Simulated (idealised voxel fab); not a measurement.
Process module heading - voxel self aligned contacts
210 nm wide, 5 nm square cells: that's cross-section cut.
For the purposes of this document, a cross-section shall be understood as a grid of square cells, specified as bands listed in top-to-bottom order, each band consisting of one or more rows of cells.
Quick guide to a band line: top height, bottom height (nm) up front; then every material left to right with its width in nm. Only one material and it's marked "full width"? Then it fills the band edge to edge. And "air" just means empty space.
Zero point of the height axis is 0; under it, received wafer = one material. Lowest band: continues down indefinitely, "from 0 down".
The two numbers in a width such as "30->40" mark its ends across the band: the first belongs to the top row of cells, the second to the bottom row, and from each row to the next the width moves by the same amount.
Step marked "everything unchanged"? Then no cell in the cross-section changed in it.
The label "Internal closed voids" introduces a list of the empty spaces, 8 cells or larger, that have no open way up to the top; each entry in it reads width x height at distance, where the distance is taken from the left edge and all three are stated in nm.
If you see something after the settings on a step's line, that's the simulator's own remark about that step.
"overlay nm" answers the question of how far to the right of plan the mask lay on a step that has a mask, and when it is negative the answer is to the left.
-- Process steps foreseen in the plan
1,RECEIVE (material Si)
2,CONFORMAL_DEP (material SiO2; thk nm 5)
3,DIRECTIONAL_DEP (material polySi; thk nm 20)
4,DIRECTIONAL_DEP (material SiN; thk nm 25)
5,PATTERN (tone cover; mask id GATE; material resist; width nm 25; pitch nm 65; thk nm 20; overlay nm -15)
6,DIRECTIONAL_ETCH (etch materials SiN; depth nm 25)
7,DIRECTIONAL_ETCH (etch materials polySi; depth nm 20)
8,STRIP (etch materials resist)
9,CONFORMAL_DEP (material SiN; thk nm 10)
10,DIRECTIONAL_ETCH (etch materials SiN; depth nm 10)
11,FILL_DEP (material SiO2; thk nm 15)
12,CMP (height nm 60)
13,PATTERN (tone open; mask id CONTACT; material resist; width nm 50; thk nm 20; overlay nm 0)
14,DIRECTIONAL_ETCH (etch materials SiO2; depth nm 60)
15,STRIP (etch materials resist)
16,CONFORMAL_DEP (material TiN; thk nm 5)
17,FILL_DEP (material W; thk nm 10)
18,CMP (height nm 60)
19,CONFORMAL_DEP (material SiCN; thk nm 5)
Variable across wafers: step 5 overlay nm (plan value is that of the first wafer; starting state common to all).
-- So this is the first of several wafers, cross-sectioned as it came to us, meaning it's at the end of step 1
* from 0 down | Si full width
* Internal closed voids: none
-- Cross-section, first of several wafers, end of module, after last step 19
* from 65 to 60 | SiCN full width
* from 60 to 50 | 80 SiO2  5 TiN  40->10 W  5->35 TiN  80 SiO2
* from 50 to 25 | 35 SiO2  45 SiN  5 TiN  10 W  5 TiN  45 SiN  65 SiO2
* from 25 to 5 | 35 SiO2  10 SiN  25 polySi  10 SiN  5 TiN  10 W  5 TiN  10 SiN  25 polySi  10 SiN  65 SiO2
* from 5 to 0 | 80 SiO2  20 TiN  110 SiO2
* from 0 down | Si full width
* Internal closed voids: none
-- At the end of the module, the last of several wafers in cross-section
* from 65 to 60 | SiCN full width
* from 60 to 50 | 80 SiO2  5->35 TiN  40->10 W  5 TiN  80 SiO2
* from 50 to 25 | 65 SiO2  45 SiN  5 TiN  10 W  5 TiN  45 SiN  35 SiO2
* from 25 to 5 | 65 SiO2  10 SiN  25 polySi  10 SiN  5 TiN  10 W  5 TiN  10 SiN  25 polySi  10 SiN  35 SiO2
* from 5 to 0 | 110 SiO2  20 TiN  80 SiO2
* from 0 down | Si full width
* Internal closed voids: none
-- The table below has one row for each wafer; a row shows, as of the end of the module, how many cells of each material the wafer has gained, marked (+), or lost, marked (-), since it was received, and then the wafer's closed voids
overlay nm -15; +42 SiCN; +122 SiN; +282 SiO2; +32 TiN; +28 W; +40 polySi; Internal closed voids: none
overlay nm -10; +42 SiCN; +122 SiN; +282 SiO2; +32 TiN; +28 W; +40 polySi; Internal closed voids: none
overlay nm -5; +42 SiCN; +122 SiN; +282 SiO2; +32 TiN; +28 W; +40 polySi; Internal closed voids: none
overlay nm 0; +42 SiCN; +122 SiN; +282 SiO2; +32 TiN; +28 W; +40 polySi; Internal closed voids: none
overlay nm 5; +42 SiCN; +122 SiN; +282 SiO2; +32 TiN; +28 W; +40 polySi; Internal closed voids: none
overlay nm 10; +42 SiCN; +122 SiN; +282 SiO2; +32 TiN; +28 W; +40 polySi; Internal closed voids: none
overlay nm 15; +42 SiCN; +122 SiN; +282 SiO2; +32 TiN; +28 W; +40 polySi; Internal closed voids: none
